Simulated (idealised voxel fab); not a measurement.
voxel capacitor over wiring: a process module
Cross-sectional view cut (width: 220 nm; square cell size: 5 nm).
This document writes a cross-section as a grid whose cells are square, and gives it as bands, listed from the top down; one or more rows of cells form a band. Basically the band line says how high the top is and how high the bottom is, in nm, and then what's in it from left to right, every material with its width in nm. Empty space shows up as "blank", and if a single material carries "all across" it runs the full band edge to edge. Height reference: 0 = level under which incoming wafer is all one material. Lowest band: no bottom, runs on downward, e.g. "0 -> down". Width: "30 to 40" (first number = top row, second number = bottom row, same change from row to row of cells). The cross-section has no changed cell in any step marked "nothing different". "Sealed void list" - sealed voids, min. 8 cells, no opening to top; format: width x height at distance (distance from left edge; nm throughout). Anything after a step's settings on that line? It's the simulator's own note about the step. Steps that use a mask can have "overlay nm" on their line. It says how far the mask sat to the right of where it was meant to be. Negative means to the left.
[The planned process steps are enumerated hereunder]
1. RECEIVE,material Si
2. CONFORMAL_DEP,material SiO2,thk nm 10
3. CONFORMAL_DEP,material SiN,thk nm 5
4. DIRECTIONAL_DEP,material SiO2,thk nm 15
5. PATTERN,tone open,mask id METAL_1,material resist,width nm 15,pitch nm 80,thk nm 20,overlay nm 0
6. DIRECTIONAL_ETCH,etch materials SiO2,depth nm 15
7. DIRECTIONAL_ETCH,etch materials SiN,depth nm 5
8. STRIP,etch materials resist
9. CONFORMAL_DEP,material TiN,thk nm 5
10. FILL_DEP,material Ru,thk nm 10
11. CMP,height nm 30
12. EPI,material Ru,thk nm 5
13. FILL_DEP,material SiCN,thk nm 5
14. DIRECTIONAL_DEP,material lowk,thk nm 20
15. DIRECTIONAL_DEP,material aC,thk nm 10
16. PATTERN,tone open,mask id PLUG_1,material resist,width nm 15,thk nm 25,overlay nm 0
17. DIRECTIONAL_ETCH,etch materials aC,depth nm 10
18. STRIP,etch materials resist
19. DIRECTIONAL_ETCH,etch materials lowk,depth nm 20
20. DIRECTIONAL_ETCH,etch materials SiCN,depth nm 5
21. STRIP,etch materials aC
22. EPI,material Ru,thk nm 10
23. EPI,material Ru,thk nm 10
24. EPI,material Ru,thk nm 5
25. DIRECTIONAL_DEP,material TiN,thk nm 5
26. DIRECTIONAL_DEP,material Al2O3,thk nm 5
27. DIRECTIONAL_DEP,material TiN,thk nm 5
28. DIRECTIONAL_DEP,material aC,thk nm 15
29. PATTERN,tone cover,mask id UPPER_PLATE,material resist,width nm 65,thk nm 35,overlay nm 0
30. DIRECTIONAL_ETCH,etch materials aC,depth nm 15
31. STRIP,etch materials resist
32. DIRECTIONAL_ETCH,etch materials TiN,depth nm 5
33. DIRECTIONAL_ETCH,etch materials Al2O3,depth nm 5
34. STRIP,etch materials aC
35. DIRECTIONAL_DEP,material aC,thk nm 15
36. PATTERN,tone cover,mask id LOWER_PLATE,material resist,width nm 75,thk nm 35,overlay nm 0
37. DIRECTIONAL_ETCH,etch materials aC,depth nm 15
38. STRIP,etch materials resist
39. DIRECTIONAL_ETCH,etch materials TiN,depth nm 5
40. STRIP,etch materials aC
41. FILL_DEP,material SiO2,thk nm 15
42. CMP,height nm 85
43. PATTERN,tone open,mask id PLUG_2,material resist,width nm 15,thk nm 15,overlay nm 0
44. DIRECTIONAL_ETCH,etch materials SiO2,depth nm 10
45. STRIP,etch materials resist
46. CONFORMAL_DEP,material TiN,thk nm 5
47. FILL_DEP,material Cu,thk nm 10
48. CMP,height nm 85
49. CONFORMAL_DEP,material SiN,thk nm 5
The plan shows the width nm of step 5 as the first wafer had it; this setting differs between the wafers, which start out alike.
[Incoming state of the first of several wafers in cross-section: after step 1]
	0 -> down = Si all across
	Sealed void list: none
[End of module: cross-section of the first of several wafers after step 49, the last step]
	90 -> 85 = SiN all across
	85 -> 80 = SiO2 (75); TiN (5); Cu (5); TiN (5); SiO2 (130)
	80 -> 70 = SiO2 (75 to 65); TiN (15 to 65); SiO2 (130 to 90)
	70 -> 65 = SiO2 (65); Al2O3 (65); SiO2 (90)
	65 -> 60 = SiO2 (60); TiN (75); SiO2 (85)
	60 -> 40 = lowk (65); Ru (15); lowk (140)
	40 -> 35 = SiCN (65); Ru (15); SiCN (140)
	35 -> 30 = SiCN (60); Ru (25); SiCN (55); Ru (25); SiCN (55)
	30 -> 15 = SiO2 (65); TiN (5); Ru (5); TiN (5); SiO2 (65); TiN (5); Ru (5); TiN (5); SiO2 (60)
	15 -> 10 = SiN (65); TiN (15); SiN (65); TiN (15); SiN (60)
	10 -> 0 = SiO2 all across
	0 -> down = Si all across
	Sealed void list: none
[Here's the last wafer cross-sectioned at the end of the module]
	90 -> 85 = SiN all across
	85 -> 80 = SiO2 (75); TiN (5); Cu (5); TiN (5); SiO2 (130)
	80 -> 70 = SiO2 (75 to 65); TiN (15 to 65); SiO2 (130 to 90)
	70 -> 65 = SiO2 (65); Al2O3 (65); SiO2 (90)
	65 -> 60 = SiO2 (60); TiN (75); SiO2 (85)
	60 -> 40 = lowk (65); Ru (15); lowk (140)
	40 -> 35 = SiCN (65); Ru (15); SiCN (140)
	35 -> 30 = SiCN (50); Ru (45); SiCN (35); Ru (45); SiCN (45)
	30 -> 15 = SiO2 (55); TiN (5); Ru (25); TiN (5); SiO2 (45); TiN (5); Ru (25); TiN (5); SiO2 (50)
	15 -> 10 = SiN (55); TiN (35); SiN (45); TiN (35); SiN (50)
	10 -> 0 = SiO2 all across
	0 -> down = Si all across
	Sealed void list: none
[Every row in this table is a wafer at the end of the module, and it gives, for each of the materials, the cells that wafer has gained (+) or lost (-) since it was received, then its closed voids]
width nm 15 | +13 Al2O3 | +1 Cu | +31 Ru | +75 SiCN | +82 SiN | +375 SiO2 | +51 TiN | +164 lowk | Sealed void list: none
width nm 20 | +13 Al2O3 | +1 Cu | +39 Ru | +73 SiCN | +80 SiN | +369 SiO2 | +53 TiN | +164 lowk | Sealed void list: none
width nm 25 | +13 Al2O3 | +1 Cu | +47 Ru | +71 SiCN | +78 SiN | +363 SiO2 | +55 TiN | +164 lowk | Sealed void list: none
width nm 30 | +13 Al2O3 | +1 Cu | +55 Ru | +69 SiCN | +76 SiN | +357 SiO2 | +57 TiN | +164 lowk | Sealed void list: none
width nm 35 | +13 Al2O3 | +1 Cu | +63 Ru | +67 SiCN | +74 SiN | +351 SiO2 | +59 TiN | +164 lowk | Sealed void list: none
